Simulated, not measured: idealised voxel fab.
Herein follows the process module entitled voxel tone inversion.
Section shown: cut. Width: 275 nm. Cell size: 5 nm, square.
Cross-section = grid of square cells, listed top down in bands; band = one or more rows.
Each band's line starts with the height of the band's top and of its bottom, in nm. Then come its materials from left to right, each with its width in nm. One material with "throughout" fills the band from edge to edge. "empty" is empty space.
Counting heights begins at 0, where everything beneath is, in the wafer as received, one material. The lowest band has no bottom; it goes on downwards, as "z 0 and below" shows.
So if you see something like "30..40" for the width, read it as the top row of the band sitting at the first number and the bottom row at the second, with every row in between moving by the same amount as the last.
Take "nothing altered" at face value: in the step it is given for, the cross-section changed in none of its cells.
Empty spaces counting at least 8 cells and having no open way to the top are listed in "Closed void entries". The notation width x height at distance is used for each, the distance being from the left edge and all three values in nm.
after a step's settings: what the simulator itself notes on the step
overlay nm: mask right of planned place by this much (step with mask). Neg. = left.

# Planned process steps
| 1 | RECEIVE,material Si |
| 2 | CONFORMAL_DEP,material SiCN,thk nm 5 |
| 3 | DIRECTIONAL_DEP,material aC,thk nm 25 |
| 4 | PATTERN,tone cover,mask id POSTS,material resist,width nm 25,pitch nm 55,thk nm 30,overlay nm 0 |
| 5 | DIRECTIONAL_ETCH,etch materials aC,depth nm 25 |
| 6 | STRIP,etch materials resist |
| 7 | FILL_DEP,material SiO2,thk nm 10 |
| 8 | CMP,height nm 30 |
| 9 | STRIP,etch materials aC |

# First out of two wafers; run went to plan

# Wafer at receipt (post step 1), cross-section
> z 0 and below | Si throughout
> Closed void entries: none

# Wafer xsec, post step 2
> z 5 to 0 | SiCN throughout
> Anything lower than 0 is untouched.

# Wafer xsec, post step 3
> z 30 to 5 | aC throughout
> Anything lower than 5 is untouched.

# Wafer xsec, post step 4
> z 60 to 30 | empty=40 / resist=25 / empty=30 / resist=25 / empty=30 / resist=25 / empty=30 / resist=25 / empty=45
> Anything lower than 30 is untouched.

# Wafer xsec, post step 5
> z 35 to 30 | empty=40 / resist=25 / empty=30 / resist=25 / empty=30 / resist=25 / empty=30 / resist=25 / empty=45
> z 30 to 5 | empty=40 / aC=25 / empty=30 / aC=25 / empty=30 / aC=25 / empty=30 / aC=25 / empty=45
> Anything lower than 5 is untouched.

# Wafer xsec, post step 6
> z 30 to 5 | empty=40 / aC=25 / empty=30 / aC=25 / empty=30 / aC=25 / empty=30 / aC=25 / empty=45
> Anything lower than 5 is untouched.

# Wafer xsec, post step 7
> z 40 to 30 | SiO2 throughout
> z 30 to 5 | SiO2=40 / aC=25 / SiO2=30 / aC=25 / SiO2=30 / aC=25 / SiO2=30 / aC=25 / SiO2=45
> Anything lower than 5 is untouched.

# Wafer xsec, post step 8
> z 30 to 5 | SiO2=40 / aC=25 / SiO2=30 / aC=25 / SiO2=30 / aC=25 / SiO2=30 / aC=25 / SiO2=45
> Anything lower than 5 is untouched.

# Wafer xsec, post step 9
> z 30 to 5 | SiO2=40 / empty=25 / SiO2=30 / empty=25 / SiO2=30 / empty=25 / SiO2=30 / empty=25 / SiO2=45
> Anything lower than 5 is untouched.

# Second wafer. Start and plan as for the first. One mistake made in running. Agrees with the first up to and including step 3

# Second wafer, sectioned view, at step 4's planned end time
> z 60 to 30 | resist=40 / empty=25 / resist=30 / empty=25 / resist=30 / empty=25 / resist=30 / empty=25 / resist=45
> Anything lower than 30 is untouched.

# Second wafer, sectioned view, at step 5's planned end time
> z 35 to 30 | resist=40 / empty=25 / resist=30 / empty=25 / resist=30 / empty=25 / resist=30 / empty=25 / resist=45
> z 30 to 5 | aC=40 / empty=25 / aC=30 / empty=25 / aC=30 / empty=25 / aC=30 / empty=25 / aC=45
> Anything lower than 5 is untouched.

# Second wafer, sectioned view, at step 6's planned end time
> z 30 to 5 | aC=40 / empty=25 / aC=30 / empty=25 / aC=30 / empty=25 / aC=30 / empty=25 / aC=45
> Anything lower than 5 is untouched.

# Second wafer, sectioned view, at step 7's planned end time
> z 40 to 30 | SiO2 throughout
> z 30 to 5 | aC=40 / SiO2=25 / aC=30 / SiO2=25 / aC=30 / SiO2=25 / aC=30 / SiO2=25 / aC=45
> Anything lower than 5 is untouched.

# Second wafer, sectioned view, at step 8's planned end time
> z 30 to 5 | aC=40 / SiO2=25 / aC=30 / SiO2=25 / aC=30 / SiO2=25 / aC=30 / SiO2=25 / aC=45
> Anything lower than 5 is untouched.

# Second wafer, sectioned view, at step 9's planned end time
> z 30 to 5 | empty=40 / SiO2=25 / empty=30 / SiO2=25 / empty=30 / SiO2=25 / empty=30 / SiO2=25 / empty=45
> Anything lower than 5 is untouched.
What was done differently from what was planned? step 4 changed vs plan, executed as PATTERN,tone open,mask id POSTS,material resist,width nm 25,pitch nm 55,thk nm 30,overlay nm 0
Wrapping up, a cell-based count of both wafers puts the second over or under the first for these materials: SiO2 -75
